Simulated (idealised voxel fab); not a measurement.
process module | voxel transistor to metal
cross-section cut | 145 nm wide | cells 5 nm
A cross-section is a grid of square cells, given in bands from the top down. A band is one or more rows of cells.
Each band's line starts with the height of the band's top and of its bottom, in nm. Then come its materials from left to right, each with its width in nm. One material with "throughout" fills the band from edge to edge. "air" is empty space.
Height 0 is the level under which the wafer as received is all one material. The lowest band goes on downwards, as in "0 down".
A width such as "30 to 40" changes by the same amount from each row of cells to the next, from the band's top row to its bottom row.
"no change" after a step means that no cell of the cross-section changed.
closed voids: empty space of 8 cells or more with no open way to the top, each as width x height at its distance from the left edge, in nm
after a step's settings: what the simulator itself notes on the step
overlay nm, on a step with a mask: how far to the right of its planned place the mask lay; to the left if negative
plan
1 op RECEIVE | material Si
2 op CONFORMAL_DEP | material SiO2 | thk nm 5
3 op CONFORMAL_DEP | material SiN | thk nm 15
4 op MASKED_ETCH | tone cover | mask id ACTIVE | width nm 105 | etch materials SiN | depth nm 15 | overlay nm 0
5 op MASKED_ETCH | tone cover | mask id ACTIVE | width nm 105 | etch materials SiO2 | depth nm 5 | overlay nm 0
6 op MASKED_ETCH | tone cover | mask id ACTIVE | width nm 105 | etch materials Si | depth nm 30 | overlay nm 0
7 op FILL_DEP | material SiO2 | thk nm 15
8 op CMP | height nm 20
9 op SELECTIVE_ETCH | etch materials SiO2 | depth nm 10
10 op STRIP | etch materials SiN
11 op SELECTIVE_ETCH | etch materials SiO2 | depth nm 5
12 op OXIDIZE | depth nm 5
13 op DIRECTIONAL_DEP | material polySi | thk nm 20
14 op DIRECTIONAL_DEP | material SiCN | thk nm 10
15 op MASKED_ETCH | tone cover | mask id GATE | width nm 15 | etch materials SiCN | depth nm 20 | overlay nm 0
16 op MASKED_ETCH | tone cover | mask id GATE | width nm 15 | etch materials polySi | depth nm 30 | overlay nm 0
17 op CONFORMAL_DEP | material SiO2 | thk nm 5
18 op DIRECTIONAL_ETCH | etch materials SiO2 | depth nm 5
19 op CONFORMAL_DEP | material SiN | thk nm 5
20 op DIRECTIONAL_ETCH | etch materials SiN | depth nm 5
21 op DIRECTIONAL_ETCH | etch materials SiO2 | depth nm 5
22 op DIRECTIONAL_ETCH | etch materials Si | depth nm 10
23 op EPI | material SiGe | thk nm 15
24 op FILL_DEP | material SiO2 | thk nm 10
25 op CMP | height nm 30
26 op DIRECTIONAL_DEP | material SiO2 | thk nm 15
27 op MASKED_ETCH | tone open | mask id CONTACT | width nm 30 | pitch nm 55 | etch materials SiO2 | depth nm 35 | overlay nm 0
28 op CONFORMAL_DEP | material TiN | thk nm 5
29 op FILL_DEP | material W | thk nm 5
30 op CMP | height nm 45
31 op CONFORMAL_DEP | material SiN | thk nm 5
32 op DIRECTIONAL_DEP | material SiO2 | thk nm 20
33 op DIRECTIONAL_DEP | material aC | thk nm 10
34 op PATTERN | tone open | mask id METAL_1 | material resist | width nm 15 | pitch nm 70 | thk nm 30 | overlay nm 0
35 op DIRECTIONAL_ETCH | etch materials aC | depth nm 10
36 op STRIP | etch materials resist
37 op DIRECTIONAL_ETCH | etch materials SiO2 | depth nm 20
38 op DIRECTIONAL_ETCH | etch materials SiN | depth nm 5
39 op STRIP | etch materials aC
40 op CONFORMAL_DEP | material TiN | thk nm 5
41 op FILL_DEP | material W | thk nm 10
42 op CMP | height nm 70
43 op CONFORMAL_DEP | material SiCN | thk nm 5
44 op DIRECTIONAL_DEP | material lowk | thk nm 35
45 op MASKED_ETCH | tone open | mask id METAL_2 | width nm 15 | pitch nm 70 | etch materials lowk | depth nm 20 | overlay nm 0
46 op DIRECTIONAL_DEP | material aC | thk nm 15
47 op PATTERN | tone open | mask id METAL_2_HOLES | material resist | width nm 15 | pitch nm 70 | thk nm 30 | overlay nm 0
48 op DIRECTIONAL_ETCH | etch materials aC | depth nm 15
49 op STRIP | etch materials resist
50 op DIRECTIONAL_ETCH | etch materials lowk | depth nm 15
51 op DIRECTIONAL_ETCH | etch materials SiCN | depth nm 5
52 op STRIP | etch materials aC
53 op CONFORMAL_DEP | material TiN | thk nm 5
54 op FILL_DEP | material Ru | thk nm 10
55 op CMP | height nm 110
56 op CONFORMAL_DEP | material SiN | thk nm 5
first wafer, as planned
as received, after step 1
  0 down: Si throughout
  closed voids: none
after step 2
  5 to 0: SiO2 throughout
  below 0: unchanged
after step 3
  20 to 5: SiN throughout
  below 5: unchanged
after step 4
  20 to 5: air 20 | SiN 105 | air 20
  below 5: unchanged
after step 5
  20 to 5: air 20 | SiN 105 | air 20
  5 to 0: air 20 | SiO2 105 | air 20
  below 0: unchanged
after step 6
  20 to 5: air 20 | SiN 105 | air 20
  5 to 0: air 20 | SiO2 105 | air 20
  0 to -30: air 20 | Si 105 | air 20
  below -30: unchanged
after step 7
  35 to 20: SiO2 throughout
  20 to 5: SiO2 20 | SiN 105 | SiO2 20
  5 to 0: SiO2 throughout
  0 to -30: SiO2 20 | Si 105 | SiO2 20
  below -30: unchanged
after step 8
  20 to 5: SiO2 20 | SiN 105 | SiO2 20
  below 5: unchanged
after step 9
  20 to 10: air 20 | SiN 105 | air 20
  below 10: unchanged
after step 10
  10 to 5: SiO2 20 | air 105 | SiO2 20
  below 5: unchanged
after step 11
  5 to 0: SiO2 15 | air 115 | SiO2 15
  below 0: unchanged
after step 12
  5 to 0: SiO2 15 | air 115 | SiO2 15
  0 to -5: SiO2 throughout
  below -5: unchanged
after step 13
  25 to 20: polySi 15 | air 115 | polySi 15
  20 to 5: polySi throughout
  5 to 0: SiO2 15 | polySi 115 | SiO2 15
  below 0: unchanged
after step 14
  35 to 30: SiCN 15 | air 115 | SiCN 15
  30 to 25: SiCN throughout
  25 to 20: polySi 15 | SiCN 115 | polySi 15
  below 20: unchanged
after step 15
  30 to 25: air 65 | SiCN 15 | air 65
  25 to 20: polySi 15 | air 50 | SiCN 15 | air 50 | polySi 15
  below 20: unchanged
after step 16
  30 to 20: air 65 | SiCN 15 | air 65
  20 to 5: air 65 | polySi 15 | air 65
  5 to 0: SiO2 15 | air 50 | polySi 15 | air 50 | SiO2 15
  below 0: unchanged
after step 17
  35 to 30: air 60 | SiO2 25 | air 60
  30 to 20: air 60 | SiO2 5 | SiCN 15 | SiO2 5 | air 60
  20 to 10: air 60 | SiO2 5 | polySi 15 | SiO2 5 | air 60
  10 to 5: SiO2 20 | air 40 | SiO2 5 | polySi 15 | SiO2 5 | air 40 | SiO2 20
  5 to 0: SiO2 65 | polySi 15 | SiO2 65
  below 0: unchanged
after step 18
  30 to 20: air 60 | SiO2 5 | SiCN 15 | SiO2 5 | air 60
  20 to 5: air 60 | SiO2 5 | polySi 15 | SiO2 5 | air 60
  5 to 0: SiO2 20 | air 40 | SiO2 5 | polySi 15 | SiO2 5 | air 40 | SiO2 20
  below 0: unchanged
after step 19
  35 to 30: air 55 | SiN 35 | air 55
  30 to 20: air 55 | SiN 5 | SiO2 5 | SiCN 15 | SiO2 5 | SiN 5 | air 55
  20 to 10: air 55 | SiN 5 | SiO2 5 | polySi 15 | SiO2 5 | SiN 5 | air 55
  10 to 5: SiN 25 | air 30 | SiN 5 | SiO2 5 | polySi 15 | SiO2 5 | SiN 5 | air 30 | SiN 25
  5 to 0: SiO2 20 | SiN 40 | SiO2 5 | polySi 15 | SiO2 5 | SiN 40 | SiO2 20
  below 0: unchanged
after step 20
  30 to 20: air 55 | SiN 5 | SiO2 5 | SiCN 15 | SiO2 5 | SiN 5 | air 55
  20 to 5: air 55 | SiN 5 | SiO2 5 | polySi 15 | SiO2 5 | SiN 5 | air 55
  5 to 0: SiO2 20 | SiN 5 | air 30 | SiN 5 | SiO2 5 | polySi 15 | SiO2 5 | SiN 5 | air 30 | SiN 5 | SiO2 20
  below 0: unchanged
after step 21
  30 to 25: air 55 | SiN 5 | air 5 | SiCN 15 | air 5 | SiN 5 | air 55
  25 to 20: air 55 | SiN 5 | SiO2 5 | SiCN 15 | SiO2 5 | SiN 5 | air 55
  20 to 5: air 55 | SiN 5 | SiO2 5 | polySi 15 | SiO2 5 | SiN 5 | air 55
  5 to 0: air 20 | SiN 5 | air 30 | SiN 5 | SiO2 5 | polySi 15 | SiO2 5 | SiN 5 | air 30 | SiN 5 | air 20
  0 to -5: SiO2 25 | air 30 | SiO2 35 | air 30 | SiO2 25
  below -5: unchanged
after step 22
  30 to 25: air 55 | SiN 5 | air 5 | SiCN 15 | air 5 | SiN 5 | air 55
  25 to 20: air 55 | SiN 5 | SiO2 5 | SiCN 15 | SiO2 5 | SiN 5 | air 55
  20 to 5: air 55 | SiN 5 | SiO2 5 | polySi 15 | SiO2 5 | SiN 5 | air 55
  5 to 0: air 20 | SiN 5 | air 30 | SiN 5 | SiO2 5 | polySi 15 | SiO2 5 | SiN 5 | air 30 | SiN 5 | air 20
  0 to -5: SiO2 25 | air 30 | SiO2 35 | air 30 | SiO2 25
  -5 to -15: SiO2 20 | Si 5 | air 30 | Si 35 | air 30 | Si 5 | SiO2 20
  below -15: unchanged
after step 23
  30 to 25: air 55 | SiN 5 | air 5 | SiCN 15 | air 5 | SiN 5 | air 55
  25 to 20: air 55 | SiN 5 | SiO2 5 | SiCN 15 | SiO2 5 | SiN 5 | air 55
  20 to 10: air 55 | SiN 5 | SiO2 5 | polySi 15 | SiO2 5 | SiN 5 | air 55
  10 to 5: air 20 | SiGe 35 | SiN 5 | SiO2 5 | polySi 15 | SiO2 5 | SiN 5 | SiGe 35 | air 20
  5 to 0: air 20 | SiN 5 | SiGe 30 | SiN 5 | SiO2 5 | polySi 15 | SiO2 5 | SiN 5 | SiGe 30 | SiN 5 | air 20
  0 to -5: SiO2 25 | SiGe 30 | SiO2 35 | SiGe 30 | SiO2 25
  -5 to -15: SiO2 20 | Si 5 | SiGe 30 | Si 35 | SiGe 30 | Si 5 | SiO2 20
  below -15: unchanged
after step 24
  40 to 30: SiO2 throughout
  30 to 20: SiO2 55 | SiN 5 | SiO2 5 | SiCN 15 | SiO2 5 | SiN 5 | SiO2 55
  20 to 10: SiO2 55 | SiN 5 | SiO2 5 | polySi 15 | SiO2 5 | SiN 5 | SiO2 55
  10 to 5: SiO2 20 | SiGe 35 | SiN 5 | SiO2 5 | polySi 15 | SiO2 5 | SiN 5 | SiGe 35 | SiO2 20
  5 to 0: SiO2 20 | SiN 5 | SiGe 30 | SiN 5 | SiO2 5 | polySi 15 | SiO2 5 | SiN 5 | SiGe 30 | SiN 5 | SiO2 20
  below 0: unchanged
after step 25
  30 to 20: SiO2 55 | SiN 5 | SiO2 5 | SiCN 15 | SiO2 5 | SiN 5 | SiO2 55
  below 20: unchanged
after step 26
  45 to 30: SiO2 throughout
  below 30: unchanged
after step 27
  45 to 30: SiO2 30 | air 30 | SiO2 25 | air 30 | SiO2 30
  30 to 20: SiO2 30 | air 25 | SiN 5 | SiO2 5 | SiCN 15 | SiO2 5 | SiN 5 | air 25 | SiO2 30
  20 to 10: SiO2 30 | air 25 | SiN 5 | SiO2 5 | polySi 15 | SiO2 5 | SiN 5 | air 25 | SiO2 30
  below 10: unchanged
after step 28
  50 to 45: TiN 35 | air 20 | TiN 35 | air 20 | TiN 35
  45 to 35: SiO2 30 | TiN 5 | air 20 | TiN 5 | SiO2 25 | TiN 5 | air 20 | TiN 5 | SiO2 30
  35 to 30: SiO2 30 | TiN 5 | air 15 | TiN 10 | SiO2 25 | TiN 10 | air 15 | TiN 5 | SiO2 30
  30 to 20: SiO2 30 | TiN 5 | air 15 | TiN 5 | SiN 5 | SiO2 5 | SiCN 15 | SiO2 5 | SiN 5 | TiN 5 | air 15 | TiN 5 | SiO2 30
  20 to 15: SiO2 30 | TiN 5 | air 15 | TiN 5 | SiN 5 | SiO2 5 | polySi 15 | SiO2 5 | SiN 5 | TiN 5 | air 15 | TiN 5 | SiO2 30
  15 to 10: SiO2 30 | TiN 25 | SiN 5 | SiO2 5 | polySi 15 | SiO2 5 | SiN 5 | TiN 25 | SiO2 30
  below 10: unchanged
after step 29
  55 to 50: W throughout
  50 to 45: TiN 35 | W 20 | TiN 35 | W 20 | TiN 35
  45 to 35: SiO2 30 | TiN 5 | W 20 | TiN 5 | SiO2 25 | TiN 5 | W 20 | TiN 5 | SiO2 30
  35 to 30: SiO2 30 | TiN 5 | W 15 | TiN 10 | SiO2 25 | TiN 10 | W 15 | TiN 5 | SiO2 30
  30 to 20: SiO2 30 | TiN 5 | W 15 | TiN 5 | SiN 5 | SiO2 5 | SiCN 15 | SiO2 5 | SiN 5 | TiN 5 | W 15 | TiN 5 | SiO2 30
  20 to 15: SiO2 30 | TiN 5 | W 15 | TiN 5 | SiN 5 | SiO2 5 | polySi 15 | SiO2 5 | SiN 5 | TiN 5 | W 15 | TiN 5 | SiO2 30
  below 15: unchanged
after step 30
  45 to 35: SiO2 30 | TiN 5 | W 20 | TiN 5 | SiO2 25 | TiN 5 | W 20 | TiN 5 | SiO2 30
  below 35: unchanged
after step 31
  50 to 45: SiN throughout
  below 45: unchanged
after step 32
  70 to 50: SiO2 throughout
  below 50: unchanged
after step 33
  80 to 70: aC throughout
  below 70: unchanged
after step 34
  110 to 80: resist 30 | air 15 | resist 55 | air 15 | resist 30
  below 80: unchanged
after step 35
  100 to 80: resist 30 | air 15 | resist 55 | air 15 | resist 30
  80 to 70: aC 30 | air 15 | aC 55 | air 15 | aC 30
  below 70: unchanged
after step 36
  80 to 70: aC 30 | air 15 | aC 55 | air 15 | aC 30
  below 70: unchanged
after step 37
  80 to 70: aC 30 | air 15 | aC 55 | air 15 | aC 30
  70 to 50: SiO2 30 | air 15 | SiO2 55 | air 15 | SiO2 30
  below 50: unchanged
after step 38
  80 to 70: aC 30 | air 15 | aC 55 | air 15 | aC 30
  70 to 50: SiO2 30 | air 15 | SiO2 55 | air 15 | SiO2 30
  50 to 45: SiN 30 | air 15 | SiN 55 | air 15 | SiN 30
  below 45: unchanged
after step 39
  70 to 50: SiO2 30 | air 15 | SiO2 55 | air 15 | SiO2 30
  below 50: unchanged
after step 40
  75 to 70: TiN 35 | air 5 | TiN 65 | air 5 | TiN 35
  70 to 50: SiO2 30 | TiN 5 | air 5 | TiN 5 | SiO2 55 | TiN 5 | air 5 | TiN 5 | SiO2 30
  50 to 45: SiN 30 | TiN 15 | SiN 55 | TiN 15 | SiN 30
  below 45: unchanged
after step 41
  85 to 75: W throughout
  75 to 70: TiN 35 | W 5 | TiN 65 | W 5 | TiN 35
  70 to 50: SiO2 30 | TiN 5 | W 5 | TiN 5 | SiO2 55 | TiN 5 | W 5 | TiN 5 | SiO2 30
  below 50: unchanged
after step 42
  70 to 50: SiO2 30 | TiN 5 | W 5 | TiN 5 | SiO2 55 | TiN 5 | W 5 | TiN 5 | SiO2 30
  below 50: unchanged
after step 43
  75 to 70: SiCN throughout
  below 70: unchanged
after step 44
  110 to 75: lowk throughout
  below 75: unchanged
after step 45
  110 to 90: lowk 30 | air 15 | lowk 55 | air 15 | lowk 30
  below 90: unchanged
after step 46
  125 to 110: aC 30 | air 15 | aC 55 | air 15 | aC 30
  110 to 105: lowk 30 | air 15 | lowk 55 | air 15 | lowk 30
  105 to 90: lowk 30 | aC 15 | lowk 55 | aC 15 | lowk 30
  below 90: unchanged
after step 47
  155 to 125: resist 30 | air 15 | resist 55 | air 15 | resist 30
  below 125: unchanged
after step 48
  140 to 125: resist 30 | air 15 | resist 55 | air 15 | resist 30
  125 to 110: aC 30 | air 15 | aC 55 | air 15 | aC 30
  110 to 90: lowk 30 | air 15 | lowk 55 | air 15 | lowk 30
  below 90: unchanged
after step 49
  125 to 110: aC 30 | air 15 | aC 55 | air 15 | aC 30
  below 110: unchanged
after step 50
  125 to 110: aC 30 | air 15 | aC 55 | air 15 | aC 30
  110 to 75: lowk 30 | air 15 | lowk 55 | air 15 | lowk 30
  below 75: unchanged
after step 51
  125 to 110: aC 30 | air 15 | aC 55 | air 15 | aC 30
  110 to 75: lowk 30 | air 15 | lowk 55 | air 15 | lowk 30
  75 to 70: SiCN 30 | air 15 | SiCN 55 | air 15 | SiCN 30
  below 70: unchanged
after step 52
  110 to 75: lowk 30 | air 15 | lowk 55 | air 15 | lowk 30
  below 75: unchanged
after step 53
  115 to 110: TiN 35 | air 5 | TiN 65 | air 5 | TiN 35
  110 to 75: lowk 30 | TiN 5 | air 5 | TiN 5 | lowk 55 | TiN 5 | air 5 | TiN 5 | lowk 30
  75 to 70: SiCN 30 | TiN 15 | SiCN 55 | TiN 15 | SiCN 30
  below 70: unchanged
after step 54
  125 to 115: Ru throughout
  115 to 110: TiN 35 | Ru 5 | TiN 65 | Ru 5 | TiN 35
  110 to 75: lowk 30 | TiN 5 | Ru 5 | TiN 5 | lowk 55 | TiN 5 | Ru 5 | TiN 5 | lowk 30
  below 75: unchanged
after step 55
  110 to 75: lowk 30 | TiN 5 | Ru 5 | TiN 5 | lowk 55 | TiN 5 | Ru 5 | TiN 5 | lowk 30
  below 75: unchanged
after step 56
  115 to 110: SiN throughout
  below 110: unchanged
second wafer: like start, like plan, one mistake. Through step 42 it matches the first wafer
when step 43 should have ended
  105 to 70: lowk throughout
  below 70: unchanged
when step 44 should have ended
  110 to 105: SiCN throughout
  below 105: unchanged
when step 45 should have ended: no change
when step 46 should have ended
  125 to 110: aC throughout
  below 110: unchanged
when step 47 should have ended
  155 to 125: resist 30 | air 15 | resist 55 | air 15 | resist 30
  below 125: unchanged
when step 48 should have ended
  140 to 125: resist 30 | air 15 | resist 55 | air 15 | resist 30
  125 to 110: aC 30 | air 15 | aC 55 | air 15 | aC 30
  below 110: unchanged
when step 49 should have ended
  125 to 110: aC 30 | air 15 | aC 55 | air 15 | aC 30
  below 110: unchanged
when step 50 should have ended: no change
when step 51 should have ended
  125 to 110: aC 30 | air 15 | aC 55 | air 15 | aC 30
  110 to 105: SiCN 30 | air 15 | SiCN 55 | air 15 | SiCN 30
  below 105: unchanged
when step 52 should have ended
  110 to 105: SiCN 30 | air 15 | SiCN 55 | air 15 | SiCN 30
  below 105: unchanged
when step 53 should have ended
  115 to 110: TiN 35 | air 5 | TiN 65 | air 5 | TiN 35
  110 to 105: SiCN 30 | TiN 15 | SiCN 55 | TiN 15 | SiCN 30
  below 105: unchanged
when step 54 should have ended
  125 to 115: Ru throughout
  115 to 110: TiN 35 | Ru 5 | TiN 65 | Ru 5 | TiN 35
  below 110: unchanged
when step 55 should have ended
  110 to 105: SiCN 30 | TiN 15 | SiCN 55 | TiN 15 | SiCN 30
  below 105: unchanged
when step 56 should have ended
  115 to 110: SiN throughout
  below 110: unchanged
what went wrong: steps 43 and 44 were swapped
at the end the second wafer has, in cells: 14 fewer of Ru | 28 fewer of TiN | 42 more of lowk
